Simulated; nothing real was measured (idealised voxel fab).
Process module name: voxel self aligned vias
Section cut is 265 nm wide and gridded with 5 nm square cells.
We lay out every cross-section as a grid of square cells and spell it out in bands from the top down, where one band means one or more rows of cells. Each band's line starts with the height of the band's top and of its bottom, in nm. Then come its materials from left to right, each with its width in nm. One material with "edge to edge" fills the band from edge to edge. "empty" is empty space. Heights from 0 (as-received wafer is one material below). Bottom band endless downward, as "0 -> down". The width entry "30 to 40" should be interpreted row by row: the top row of cells in the band takes the first number, the bottom row takes the second number, and the change between adjacent rows is uniform throughout. What does "no alterations made" mean for a step? It means no cell of the cross-section changed in that step. Basically, "Unvented internal voids" tells you about the enclosed voids: empty spaces with no open way to the top, 8 cells or bigger, each written width x height at distance, where distance is from the left edge, all in nm. Anything after a step's settings on that line? It's the simulator's own note about the step. The optional step-line setting "overlay nm" applies to steps with a mask and quantifies how far to the right of its planned location the mask lay, a negative value indicating leftward placement.
Intended process steps:
step 1: RECEIVE with material Si
step 2: CONFORMAL_DEP with material SiO2, thk nm 15
step 3: CONFORMAL_DEP with material SiCN, thk nm 5
step 4: DIRECTIONAL_DEP with material lowk, thk nm 25
step 5: DIRECTIONAL_DEP with material aC, thk nm 10
step 6: PATTERN with tone open, mask id LINES, material resist, width nm 30, pitch nm 80, thk nm 30, overlay nm 0
step 7: DIRECTIONAL_ETCH with etch materials aC, depth nm 10
step 8: STRIP with etch materials resist
step 9: DIRECTIONAL_ETCH with etch materials lowk, depth nm 25
step 10: STRIP with etch materials aC
step 11: CONFORMAL_DEP with material TiN, thk nm 5
step 12: FILL_DEP with material Ru, thk nm 10
step 13: CMP with height nm 45
step 14: SELECTIVE_ETCH with etch materials W Ru TiN, depth nm 10
step 15: FILL_DEP with material SiN, thk nm 5
step 16: CMP with height nm 45
step 17: DIRECTIONAL_DEP with material lowk, thk nm 15
step 18: DIRECTIONAL_DEP with material aC, thk nm 10
step 19: PATTERN with tone open, mask id VIAS, material resist, width nm 50, pitch nm 160, thk nm 30, overlay nm 0
step 20: DIRECTIONAL_ETCH with etch materials aC, depth nm 10
step 21: STRIP with etch materials resist
step 22: DIRECTIONAL_ETCH with etch materials lowk, depth nm 15
step 23: DIRECTIONAL_ETCH with etch materials SiN, depth nm 10
step 24: STRIP with etch materials aC
step 25: CONFORMAL_DEP with material TiN, thk nm 5
step 26: FILL_DEP with material Cu, thk nm 10
step 27: CMP with height nm 60
step 28: CONFORMAL_DEP with material SiCN, thk nm 5
Cross-section, incoming material, after step 1:
0 -> down: Si edge to edge
Unvented internal voids: none
Looking at the first of two wafers in cross-section at end of module - ran to plan:
65 -> 60: SiCN edge to edge
60 -> 50: 25 nm lowk  5 nm TiN  40 nm Cu  5 nm TiN  110 nm lowk  5 nm TiN  40 nm Cu  5 nm TiN  30 nm lowk
50 -> 45: 25 nm lowk  15 nm TiN  20 nm Cu  15 nm TiN  110 nm lowk  15 nm TiN  20 nm Cu  15 nm TiN  30 nm lowk
45 -> 40: 35 nm lowk  5 nm TiN  20 nm Cu  5 nm TiN  50 nm lowk  30 nm SiN  50 nm lowk  5 nm TiN  20 nm Cu  5 nm TiN  40 nm lowk
40 -> 35: 35 nm lowk  30 nm TiN  50 nm lowk  30 nm SiN  50 nm lowk  30 nm TiN  40 nm lowk
35 -> 25: 35 nm lowk  5 nm TiN  20 nm Ru  5 nm TiN  50 nm lowk  5 nm TiN  20 nm Ru  5 nm TiN  50 nm lowk  5 nm TiN  20 nm Ru  5 nm TiN  40 nm lowk
25 -> 20: 35 nm lowk  30 nm TiN  50 nm lowk  30 nm TiN  50 nm lowk  30 nm TiN  40 nm lowk
20 -> 15: SiCN edge to edge
15 -> 0: SiO2 edge to edge
0 -> down: Si edge to edge
Unvented internal voids: none
This cross-section belongs to the second wafer of two at the end of the module; the start and the plan were shared with the first, and the run included one mistake:
65 -> 60: SiCN edge to edge
60 -> 55: 30 nm TiN  40 nm Cu  120 nm TiN  40 nm Cu  35 nm TiN
55 -> 45: 25 nm lowk  5 nm TiN  40 nm Cu  5 nm TiN  110 nm lowk  5 nm TiN  40 nm Cu  5 nm TiN  30 nm lowk
45 -> 40: 25 nm lowk  15 nm TiN  20 nm Cu  15 nm TiN  40 nm lowk  30 nm SiN  40 nm lowk  15 nm TiN  20 nm Cu  15 nm TiN  30 nm lowk
40 -> 35: 35 nm lowk  30 nm TiN  50 nm lowk  30 nm SiN  50 nm lowk  30 nm TiN  40 nm lowk
35 -> 25: 35 nm lowk  5 nm TiN  20 nm Ru  5 nm TiN  50 nm lowk  5 nm TiN  20 nm Ru  5 nm TiN  50 nm lowk  5 nm TiN  20 nm Ru  5 nm TiN  40 nm lowk
25 -> 20: 35 nm lowk  30 nm TiN  50 nm lowk  30 nm TiN  50 nm lowk  30 nm TiN  40 nm lowk
20 -> 15: SiCN edge to edge
15 -> 0: SiO2 edge to edge
0 -> down: Si edge to edge
Unvented internal voids: none
Heads up, the wafer didn't run the way we planned it: step 17 changed vs plan, executed as DIRECTIONAL_DEP with material lowk, thk nm 10
The second wafer ends with more or fewer cells of some materials than the first, per final count: +8 Cu, +33 TiN, -41 lowk
